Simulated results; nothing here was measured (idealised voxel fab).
Module name: voxel self aligned vias (process module)
The figure presents cross-section cut, which has a width of 245 nm and is divided into square cells with an edge length of 5 nm.
If you're reading a cross-section in this doc, picture square cells in a grid; it comes to you as bands, top ones listed first down to the bottom, and a band can be one or more rows of cells. Read a band's entry like this: the first values are the height of its top and the height of its bottom in nm, and what follows is the sequence of materials from left to right, each with its width in nm. Note that "blank" is empty space, and that a single material marked "edge to edge" reaches across the band from edge to edge. Beneath 0, the wafer as received is one material, and that level is where height counting begins. The lowest band goes on downward without a bottom; it is written like "top 0, no bottom". The two numbers in a width such as "30 to 40" mark its ends across the band: the first belongs to the top row of cells, the second to the bottom row, and from each row to the next the width moves by the same amount. Where the words "no modification" appear for a step, the cross-section shows no cell changed by that step; every cell remained as before. Heads up: "Enclosed empty spaces" only lists the empty pockets with no open path to the top that are 8 cells or more, and it writes them as width x height at distance, distance from the left edge, in nm. Past the settings on a step's line: simulator remark, on that step. overlay nm: step with mask; distance mask lay right of planned place; negative value = left of planned place.
Below is the list of planned process steps:
step 1: RECEIVE (material Si)
step 2: CONFORMAL_DEP (material SiO2; thk nm 10)
step 3: CONFORMAL_DEP (material SiCN; thk nm 5)
step 4: DIRECTIONAL_DEP (material lowk; thk nm 25)
step 5: DIRECTIONAL_DEP (material aC; thk nm 15)
step 6: PATTERN (tone open; mask id LINES; material resist; width nm 25; pitch nm 60; thk nm 35; overlay nm 0)
step 7: DIRECTIONAL_ETCH (etch materials aC; depth nm 15)
step 8: STRIP (etch materials resist)
step 9: DIRECTIONAL_ETCH (etch materials lowk; depth nm 25)
step 10: STRIP (etch materials aC)
step 11: CONFORMAL_DEP (material TiN; thk nm 5)
step 12: FILL_DEP (material W; thk nm 5)
step 13: CMP (height nm 40)
step 14: SELECTIVE_ETCH (etch materials W Ru TiN; depth nm 5)
step 15: FILL_DEP (material SiN; thk nm 10)
step 16: CMP (height nm 40)
step 17: DIRECTIONAL_DEP (material lowk; thk nm 20)
step 18: DIRECTIONAL_DEP (material aC; thk nm 10)
step 19: PATTERN (tone open; mask id VIAS; material resist; width nm 35; pitch nm 60; thk nm 25; overlay nm 0)
step 20: DIRECTIONAL_ETCH (etch materials aC; depth nm 10)
step 21: STRIP (etch materials resist)
step 22: DIRECTIONAL_ETCH (etch materials lowk; depth nm 20)
step 23: DIRECTIONAL_ETCH (etch materials SiN; depth nm 5)
step 24: STRIP (etch materials aC)
step 25: CONFORMAL_DEP (material TiN; thk nm 5)
step 26: FILL_DEP (material Ru; thk nm 10)
step 27: CMP (height nm 60)
step 28: CONFORMAL_DEP (material SiN; thk nm 5)
The cross-section here shows the wafer as received, i.e. in its state after step 1:
    top 0, no bottom  Si edge to edge
    Enclosed empty spaces: none
The first of the two wafers as seen in cross-section once the module was finished; processing followed the plan:
    top 65, bottom 60  SiN edge to edge
    top 60, bottom 45  75 nm lowk; 5 nm TiN; 25 nm Ru; 5 nm TiN; 25 nm lowk; 5 nm TiN; 25 nm Ru; 5 nm TiN; 75 nm lowk
    top 45, bottom 40  75 nm lowk; 10 nm TiN; 15 nm Ru; 10 nm TiN; 25 nm lowk; 10 nm TiN; 15 nm Ru; 10 nm TiN; 75 nm lowk
    top 40, bottom 35  80 nm lowk; 25 nm TiN; 35 nm lowk; 25 nm TiN; 80 nm lowk
    top 35, bottom 20  80 nm lowk; 5 nm TiN; 15 nm W; 5 nm TiN; 35 nm lowk; 5 nm TiN; 15 nm W; 5 nm TiN; 80 nm lowk
    top 20, bottom 15  80 nm lowk; 25 nm TiN; 35 nm lowk; 25 nm TiN; 80 nm lowk
    top 15, bottom 10  SiCN edge to edge
    top 10, bottom 0  SiO2 edge to edge
    top 0, no bottom  Si edge to edge
    Enclosed empty spaces: none
Cross-sectional image of the second wafer of the two following completion of the module. Starting state and process plan were the same as for the first wafer; one execution error occurred:
    top 65, bottom 60  SiN edge to edge
    top 60, bottom 45  85 nm lowk; 5 nm TiN; 25 nm Ru; 5 nm TiN; 25 nm lowk; 5 nm TiN; 25 nm Ru; 5 nm TiN; 65 nm lowk
    top 45, bottom 40  85 nm lowk; 5 nm TiN; 10 nm Ru; 20 nm TiN; 25 nm lowk; 5 nm TiN; 10 nm Ru; 20 nm TiN; 65 nm lowk
    top 40, bottom 35  80 nm lowk; 5 nm SiN; 20 nm TiN; 35 nm lowk; 5 nm SiN; 20 nm TiN; 80 nm lowk
    top 35, bottom 20  80 nm lowk; 5 nm TiN; 15 nm W; 5 nm TiN; 35 nm lowk; 5 nm TiN; 15 nm W; 5 nm TiN; 80 nm lowk
    top 20, bottom 15  80 nm lowk; 25 nm TiN; 35 nm lowk; 25 nm TiN; 80 nm lowk
    top 15, bottom 10  SiCN edge to edge
    top 10, bottom 0  SiO2 edge to edge
    top 0, no bottom  Si edge to edge
    Enclosed empty spaces: none
Run error: off-plan run, step 19, actual operation and settings PATTERN (tone open; mask id VIAS; material resist; width nm 35; pitch nm 60; thk nm 25; overlay nm 10)
at the end the second wafer has, in cells: Ru: 2 fewer; SiN: 2 more
